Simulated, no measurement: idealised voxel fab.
Process module name: voxel wiring stack
For reference, the cross-section in this document is cut, with width 260 nm and square cells of 5 nm.
Reading order for cross-sections: top band down to bottom band. Underlying form: a grid of square cells. Band size: one or more rows of cells.
For a band, the entry starts with two heights in nm, that of the top and then that of the bottom, and carries on with the band's materials in order from left to right, each alongside its width in nm; the word "full width" beside a single material means it fills the band edge to edge, and "blank" means empty space.
The level at which height equals 0 is the one under which the wafer, as it arrives, is entirely one material. No lower edge exists for the bottom band, which continues downward and is notated as in "0 nm and below".
A two-number width, for instance "30 to 40", indicates that the width is equal to the first number in the top row of the band and to the second number in the bottom row, and that it changes by a constant amount per row of cells.
"everything unchanged" -> step changed no cross-section cell.
Each empty space that has no open way to the top and spans at least 8 cells appears under "Closed void catalog" as width x height at distance, the distance counted from the left edge, all in nm.
If you see something after the settings on a step's line, that's the simulator's own remark about that step.
The setting "overlay nm" may be written on the line of a step. When the step uses a mask, the value reports how far to the right of the planned place the mask lay, and a negative value reports that it lay to the left.
Intended process steps:
- 1: op RECEIVE | material Si
- 2: op CONFORMAL_DEP | material SiO2 | thk nm 15
- 3: op DIRECTIONAL_DEP | material TiN | thk nm 5
- 4: op DIRECTIONAL_DEP | material W | thk nm 25
- 5: op MASKED_ETCH | tone cover | mask id METAL_1 | width nm 30 | pitch nm 55 | etch materials W | depth nm 25 | overlay nm 0
- 6: op MASKED_ETCH | tone cover | mask id METAL_1 | width nm 30 | pitch nm 55 | etch materials TiN | depth nm 5 | overlay nm 0
- 7: op FILL_DEP | material lowk | thk nm 5
- 8: op CMP | height nm 45
- 9: op CONFORMAL_DEP | material SiCN | thk nm 5
- 10: op DIRECTIONAL_DEP | material lowk | thk nm 10
- 11: op MASKED_ETCH | tone open | mask id PLUG_1 | width nm 15 | etch materials lowk | depth nm 10 | overlay nm 0
- 12: op MASKED_ETCH | tone open | mask id PLUG_1 | width nm 15 | etch materials SiCN | depth nm 5 | overlay nm 0
- 13: op EPI | material Ru | thk nm 10
- 14: op EPI | material Ru | thk nm 5
- 15: op DIRECTIONAL_DEP | material TiN | thk nm 5
- 16: op DIRECTIONAL_DEP | material W | thk nm 15
- 17: op PATTERN | tone cover | mask id METAL_2 | material resist | width nm 30 | pitch nm 55 | thk nm 15 | overlay nm 0
- 18: op DIRECTIONAL_ETCH | etch materials W | depth nm 15
- 19: op DIRECTIONAL_ETCH | etch materials TiN | depth nm 5
- 20: op STRIP | etch materials resist
- 21: op FILL_DEP | material lowk | thk nm 10
- 22: op CMP | height nm 80
- 23: op CONFORMAL_DEP | material SiCN | thk nm 5
- 24: op DIRECTIONAL_DEP | material lowk | thk nm 15
- 25: op PATTERN | tone open | mask id PLUG_2 | material resist | width nm 15 | pitch nm 55 | thk nm 20 | overlay nm 0
- 26: op DIRECTIONAL_ETCH | etch materials lowk | depth nm 15
- 27: op DIRECTIONAL_ETCH | etch materials SiCN | depth nm 5
- 28: op STRIP | etch materials resist
- 29: op EPI | material Ru | thk nm 10
- 30: op EPI | material Ru | thk nm 10
- 31: op CONFORMAL_DEP | material SiCN | thk nm 5
- 32: op DIRECTIONAL_DEP | material lowk | thk nm 20
- 33: op DIRECTIONAL_DEP | material aC | thk nm 10
- 34: op PATTERN | tone open | mask id METAL_3 | material resist | width nm 30 | pitch nm 55 | thk nm 25 | overlay nm 0
- 35: op DIRECTIONAL_ETCH | etch materials aC | depth nm 10
- 36: op STRIP | etch materials resist
- 37: op DIRECTIONAL_ETCH | etch materials lowk | depth nm 20
- 38: op DIRECTIONAL_ETCH | etch materials SiCN | depth nm 5
- 39: op STRIP | etch materials aC
- 40: op CONFORMAL_DEP | material TiN | thk nm 5
- 41: op FILL_DEP | material Ru | thk nm 10
- 42: op CMP | height nm 125
- 43: op CONFORMAL_DEP | material SiCN | thk nm 5
- 44: op DIRECTIONAL_DEP | material SiO2 | thk nm 10
- 45: op MASKED_ETCH | tone open | mask id PLUG_3 | width nm 15 | pitch nm 55 | etch materials SiO2 | depth nm 10 | overlay nm 0
- 46: op MASKED_ETCH | tone open | mask id PLUG_3 | width nm 15 | pitch nm 55 | etch materials SiCN | depth nm 5 | overlay nm 0
- 47: op CONFORMAL_DEP | material TiN | thk nm 5
- 48: op FILL_DEP | material W | thk nm 10
- 49: op CMP | height nm 140
- 50: op CONFORMAL_DEP | material SiN | thk nm 5
- 51: op DIRECTIONAL_DEP | material SiO2 | thk nm 20
- 52: op PATTERN | tone open | mask id METAL_4 | material resist | width nm 30 | pitch nm 55 | thk nm 20 | overlay nm 0
- 53: op DIRECTIONAL_ETCH | etch materials SiO2 | depth nm 20
- 54: op DIRECTIONAL_ETCH | etch materials SiN | depth nm 5
- 55: op STRIP | etch materials resist
- 56: op CONFORMAL_DEP | material TiN | thk nm 5
- 57: op FILL_DEP | material Cu | thk nm 10
- 58: op CMP | height nm 165
- 59: op EPI | material Ru | thk nm 5
- 60: op FILL_DEP | material SiCN | thk nm 5
So this is the incoming wafer in cross-section - it's already been through step 1:
	0 nm and below  Si full width
	Closed void catalog: none
Result of the module, cross-sectioned: start per above, plan per above, one error in how it was run:
	175 nm to 170 nm  SiCN full width
	170 nm to 165 nm  SiCN 80 nm, then Ru 40 nm, then SiCN 15 nm, then Ru 40 nm, then SiCN 85 nm
	165 nm to 145 nm  SiO2 85 nm, then TiN 5 nm, then Cu 20 nm, then TiN 5 nm, then SiO2 25 nm, then TiN 5 nm, then Cu 20 nm, then TiN 5 nm, then SiO2 90 nm
	145 nm to 140 nm  SiN 85 nm, then TiN 30 nm, then SiN 25 nm, then TiN 30 nm, then SiN 90 nm
	140 nm to 130 nm  SiO2 85 nm, then TiN 5 nm, then W 5 nm, then TiN 5 nm, then SiO2 40 nm, then TiN 5 nm, then W 5 nm, then TiN 5 nm, then SiO2 105 nm
	130 nm to 125 nm  SiCN 85 nm, then TiN 15 nm, then SiCN 40 nm, then TiN 15 nm, then SiCN 105 nm
	125 nm to 105 nm  lowk 85 nm, then TiN 5 nm, then Ru 20 nm, then TiN 5 nm, then lowk 25 nm, then TiN 5 nm, then Ru 20 nm, then TiN 5 nm, then lowk 90 nm
	105 nm to 100 nm  SiCN 85 nm, then TiN 30 nm, then SiCN 25 nm, then TiN 30 nm, then SiCN 90 nm
	100 nm to 85 nm  lowk 85 nm, then SiCN 5 nm, then TiN 5 nm, then SiCN 5 nm, then lowk 40 nm, then SiCN 5 nm, then TiN 5 nm, then SiCN 5 nm, then lowk 105 nm
	85 nm to 80 nm  SiCN 90 nm, then TiN 5 nm, then SiCN 50 nm, then TiN 5 nm, then SiCN 110 nm
	80 nm to 65 nm  W 85 nm, then lowk 30 nm, then W 25 nm, then lowk 30 nm, then W 90 nm
	65 nm to 60 nm  TiN 85 nm, then lowk 30 nm, then TiN 25 nm, then lowk 30 nm, then TiN 90 nm
	60 nm to 50 nm  lowk 85 nm, then Ru 15 nm, then lowk 160 nm
	50 nm to 45 nm  SiCN 85 nm, then Ru 15 nm, then SiCN 160 nm
	45 nm to 20 nm  lowk 85 nm, then W 30 nm, then lowk 25 nm, then W 30 nm, then lowk 90 nm
	20 nm to 15 nm  lowk 85 nm, then TiN 30 nm, then lowk 25 nm, then TiN 30 nm, then lowk 90 nm
	15 nm to 0 nm  SiO2 full width
	0 nm and below  Si full width
	Closed void catalog: none
Processing error: in deviation from the planned setting, step 17 was conducted as op PATTERN | tone open | mask id METAL_2 | material resist | width nm 30 | pitch nm 55 | thk nm 15 | overlay nm 0
